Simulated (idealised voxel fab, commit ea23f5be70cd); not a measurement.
The document below concerns the process module designated voxel local oxidation.
Square cell edge 5 nm, section width 205 nm, ID cut.
Cross-section spec: square-cell grid; bands listed top down; each band is one or more rows.
Top, bottom (nm), then materials left to right with widths (nm); lone material tagged "all across" fills the whole band edge to edge; "blank" = empty space.
Beneath 0, the wafer as received is one material, and that level is where height counting begins. The lowest band goes on downward without a bottom; it is written like "0 down".
Width spec "30->40" -> top row of cells at first value, bottom row at second value, equal per-row change in between.
"no alteration" (step): cross-section cells unchanged, all of them.
If an empty space has no open way to the top and is at least 8 cells in size, "Enclosed void catalog" lists it, written width x height at distance, where distance is measured from the left edge and every value is in nm.
If you see something after the settings on a step's line, that's the simulator's own remark about that step.
On any step carrying a mask, the "overlay nm" setting, if present on the step's line, tells how far right of its planned place the mask lay; negative values point to the left.
For the reader: what remains of this document is a series of pairs, each showing a cross-section before one process step and a cross-section after that step which reaches down only to the lowest band that changed, with the step between them and its settings set out under the pair. It should not be assumed that a pair continues from the pair above it; the pairs can come from different runs of this module on the same starting wafer, and such continuity exists only where the entry headed "Incoming structure" says so.

INCOMING STRUCTURE
	0 down: Si all across
	Enclosed void catalog: none

POST-STEP SNAPSHOT
	0 to -5: SiO2 all across
	All layers under -5 are left as they were.
	Enclosed void catalog: none
So what happens between those two cross-sections up there? OXIDIZE with depth nm 5

Incoming structure: The initial state for this step is given by the after cross-section of the immediately preceding pair.

POST-STEP SNAPSHOT
	10 to 0: SiN all across
	All layers under 0 are left as they were.
	Enclosed void catalog: none
So what happens between those two cross-sections up there? CONFORMAL_DEP with material SiN, thk nm 10

Incoming structure: The initial state for this step is given by the after cross-section of the immediately preceding pair.

POST-STEP SNAPSHOT
	10 to 0: blank (50), SiN (100), blank (55)
	All layers under 0 are left as they were.
	Enclosed void catalog: none
So what happens between those two cross-sections up there? MASKED_ETCH with tone cover, mask id ACTIVE, width nm 100, etch materials SiN, depth nm 10, overlay nm 0

Incoming structure: The initial state for this step is given by the after cross-section of the immediately preceding pair.

POST-STEP SNAPSHOT
	10 to 0: blank (50), SiN (100), blank (55)
	0 to -5: blank (55), SiO2 (90), blank (60)
	All layers under -5 are left as they were.
	Enclosed void catalog: none
So what happens between those two cross-sections up there? SELECTIVE_ETCH with etch materials SiO2, depth nm 5

Incoming structure: The initial state for this step is given by the after cross-section of the immediately preceding pair.

POST-STEP SNAPSHOT
	10 to 0: blank (50), SiN (100), blank (55)
	0 to -5: blank (55), SiO2 (90), blank (60)
	-5 to -15: SiO2 (65), Si (70), SiO2 (70)
	All layers under -15 are left as they were.
	Enclosed void catalog: none
So what happens between those two cross-sections up there? OXIDIZE with depth nm 10

Incoming structure: The initial state for this step is given by the after cross-section of the immediately preceding pair.

POST-STEP SNAPSHOT
	0 to -5: blank (55), SiO2 (90), blank (60)
	All layers under -5 are left as they were.
	Enclosed void catalog: none
So what happens between those two cross-sections up there? STRIP with etch materials SiN

INCOMING STRUCTURE
	0 to -5: SiO2 all across
	-5 down: Si all across
	Enclosed void catalog: none

POST-STEP SNAPSHOT
	-5 down: Si all across
	Enclosed void catalog: none
So what happens between those two cross-sections up there? SELECTIVE_ETCH with etch materials SiO2, depth nm 5

Incoming structure: The initial state for this step is given by the after cross-section of the immediately preceding pair.

POST-STEP SNAPSHOT
	-5 to -15: SiO2 all across
	All layers under -15 are left as they were.
	Enclosed void catalog: none
So what happens between those two cross-sections up there? OXIDIZE with depth nm 10

INCOMING STRUCTURE
	10 to 0: blank (50), SiN (100), blank (55)
	0 to -5: blank (55), SiO2 (90), blank (60)
	-5 down: Si all across
	Enclosed void catalog: none

POST-STEP SNAPSHOT
	0 to -5: blank (55), SiO2 (90), blank (60)
	All layers under -5 are left as they were.
	Enclosed void catalog: none
So what happens between those two cross-sections up there? STRIP with etch materials SiN

Incoming structure: The initial state for this step is given by the after cross-section of the immediately preceding pair.

POST-STEP SNAPSHOT
	0 to -5: blank (55), SiO2 (90), blank (60)
	-5 to -15: SiO2 (65), Si (70), SiO2 (70)
	All layers under -15 are left as they were.
	Enclosed void catalog: none
So what happens between those two cross-sections up there? OXIDIZE with depth nm 10

INCOMING STRUCTURE
	0 down: Si all across
	Enclosed void catalog: none

POST-STEP SNAPSHOT
	0 to -15: SiO2 all across
	All layers under -15 are left as they were.
	Enclosed void catalog: none
So what happens between those two cross-sections up there? OXIDIZE with depth nm 15

Incoming structure: The initial state for this step is given by the after cross-section of the immediately preceding pair.

POST-STEP SNAPSHOT
	10 to 0: SiN all across
	All layers under 0 are left as they were.
	Enclosed void catalog: none
So what happens between those two cross-sections up there? CONFORMAL_DEP with material SiN, thk nm 10

Incoming structure: The initial state for this step is given by the after cross-section of the immediately preceding pair.

POST-STEP SNAPSHOT
	10 to 0: blank (50), SiN (100), blank (55)
	All layers under 0 are left as they were.
	Enclosed void catalog: none
So what happens between those two cross-sections up there? MASKED_ETCH with tone cover, mask id ACTIVE, width nm 100, etch materials SiN, depth nm 10, overlay nm 0

Incoming structure: The initial state for this step is given by the after cross-section of the immediately preceding pair.

POST-STEP SNAPSHOT
	10 to 0: blank (50), SiN (100), blank (55)
	0 to -5: blank (55), SiO2 (90), blank (60)
	All layers under -5 are left as they were.
	Enclosed void catalog: none
So what happens between those two cross-sections up there? SELECTIVE_ETCH with etch materials SiO2, depth nm 5

Incoming structure: The initial state for this step is given by the after cross-section of the immediately preceding pair.

POST-STEP SNAPSHOT
	0 to -5: blank (55), SiO2 (90), blank (60)
	All layers under -5 are left as they were.
	Enclosed void catalog: none
So what happens between those two cross-sections up there? STRIP with etch materials SiN

INCOMING STRUCTURE
	10 to 0: SiN all across
	0 to -5: SiO2 all across
	-5 down: Si all across
	Enclosed void catalog: none

POST-STEP SNAPSHOT
	10 to 0: blank (45), SiN (110), blank (50)
	All layers under 0 are left as they were.
	Enclosed void catalog: none
So what happens between those two cross-sections up there? MASKED_ETCH with tone cover, mask id ACTIVE, width nm 110, etch materials SiN, depth nm 10, overlay nm 0

Incoming structure: The initial state for this step is given by the after cross-section of the immediately preceding pair.

POST-STEP SNAPSHOT
	10 to 0: blank (45), SiN (110), blank (50)
	0 to -5: blank (50), SiO2 (100), blank (55)
	All layers under -5 are left as they were.
	Enclosed void catalog: none
So what happens between those two cross-sections up there? SELECTIVE_ETCH with etch materials SiO2, depth nm 5

Incoming structure: The initial state for this step is given by the after cross-section of the immediately preceding pair.

POST-STEP SNAPSHOT
	10 to 0: blank (45), SiN (110), blank (50)
	0 to -5: blank (50), SiO2 (100), blank (55)
	-5 to -15: SiO2 (60), Si (80), SiO2 (65)
	All layers under -15 are left as they were.
	Enclosed void catalog: none
So what happens between those two cross-sections up there? OXIDIZE with depth nm 10

Incoming structure: The initial state for this step is given by the after cross-section of the immediately preceding pair.

POST-STEP SNAPSHOT
	0 to -5: blank (50), SiO2 (100), blank (55)
	All layers under -5 are left as they were.
	Enclosed void catalog: none
So what happens between those two cross-sections up there? STRIP with etch materials SiN

INCOMING STRUCTURE
	10 to 0: SiN all across
	0 to -5: SiO2 all across
	-5 down: Si all across
	Enclosed void catalog: none

POST-STEP SNAPSHOT
	10 to 0: blank (55), SiN (100), blank (50)
	All layers under 0 are left as they were.
	Enclosed void catalog: none
So what happens between those two cross-sections up there? MASKED_ETCH with tone cover, mask id ACTIVE, width nm 100, etch materials SiN, depth nm 10, overlay nm 5

Incoming structure: The initial state for this step is given by the after cross-section of the immediately preceding pair.

POST-STEP SNAPSHOT
	10 to 0: blank (55), SiN (100), blank (50)
	0 to -5: blank (60), SiO2 (90), blank (55)
	All layers under -5 are left as they were.
	Enclosed void catalog: none
So what happens between those two cross-sections up there? SELECTIVE_ETCH with etch materials SiO2, depth nm 5

Incoming structure: The initial state for this step is given by the after cross-section of the immediately preceding pair.

POST-STEP SNAPSHOT
	10 to 0: blank (55), SiN (100), blank (50)
	0 to -5: blank (60), SiO2 (90), blank (55)
	-5 to -15: SiO2 (70), Si (70), SiO2 (65)
	All layers under -15 are left as they were.
	Enclosed void catalog: none
So what happens between those two cross-sections up there? OXIDIZE with depth nm 10

Incoming structure: The initial state for this step is given by the after cross-section of the immediately preceding pair.

POST-STEP SNAPSHOT
	0 to -5: blank (60), SiO2 (90), blank (55)
	All layers under -5 are left as they were.
	Enclosed void catalog: none
So what happens between those two cross-sections up there? STRIP with etch materials SiN

INCOMING STRUCTURE
	10 to 0: blank (50), SiN (100), blank (55)
	0 to -5: blank (55), SiO2 (90), blank (60)
	-5 to -15: SiO2 (65), Si (70), SiO2 (70)
	-15 down: Si all across
	Enclosed void catalog: none

POST-STEP SNAPSHOT
	-5 to -15: blank (65), Si (70), blank (70)
	All layers under -15 are left as they were.
	Enclosed void catalog: none
So what happens between those two cross-sections up there? STRIP with etch materials SiO2

INCOMING STRUCTURE
	10 to 0: SiN all across
	0 to -5: SiO2 all across
	-5 down: Si all across
	Enclosed void catalog: none

POST-STEP SNAPSHOT
	10 to 0: SiN (50), blank (100), SiN (55)
	All layers under 0 are left as they were.
	Enclosed void catalog: none
So what happens between those two cross-sections up there? MASKED_ETCH with tone open, mask id ACTIVE, width nm 100, etch materials SiN, depth nm 10, overlay nm 0

Incoming structure: The initial state for this step is given by the after cross-section of the immediately preceding pair.

POST-STEP SNAPSHOT
	10 to 0: SiN (50), blank (100), SiN (55)
	0 to -5: SiO2 (45), blank (110), SiO2 (50)
	All layers under -5 are left as they were.
	Enclosed void catalog: none
So what happens between those two cross-sections up there? SELECTIVE_ETCH with etch materials SiO2, depth nm 5

Incoming structure: The initial state for this step is given by the after cross-section of the immediately preceding pair.

POST-STEP SNAPSHOT
	10 to 0: SiN (50), blank (100), SiN (55)
	0 to -5: SiO2 (45), blank (110), SiO2 (50)
	-5 to -15: Si (35), SiO2 (130), Si (40)
	All layers under -15 are left as they were.
	Enclosed void catalog: none
So what happens between those two cross-sections up there? OXIDIZE with depth nm 10

Incoming structure: The initial state for this step is given by the after cross-section of the immediately preceding pair.

POST-STEP SNAPSHOT
	0 to -5: SiO2 (45), blank (110), SiO2 (50)
	All layers under -5 are left as they were.
	Enclosed void catalog: none
So what happens between those two cross-sections up there? STRIP with etch materials SiN
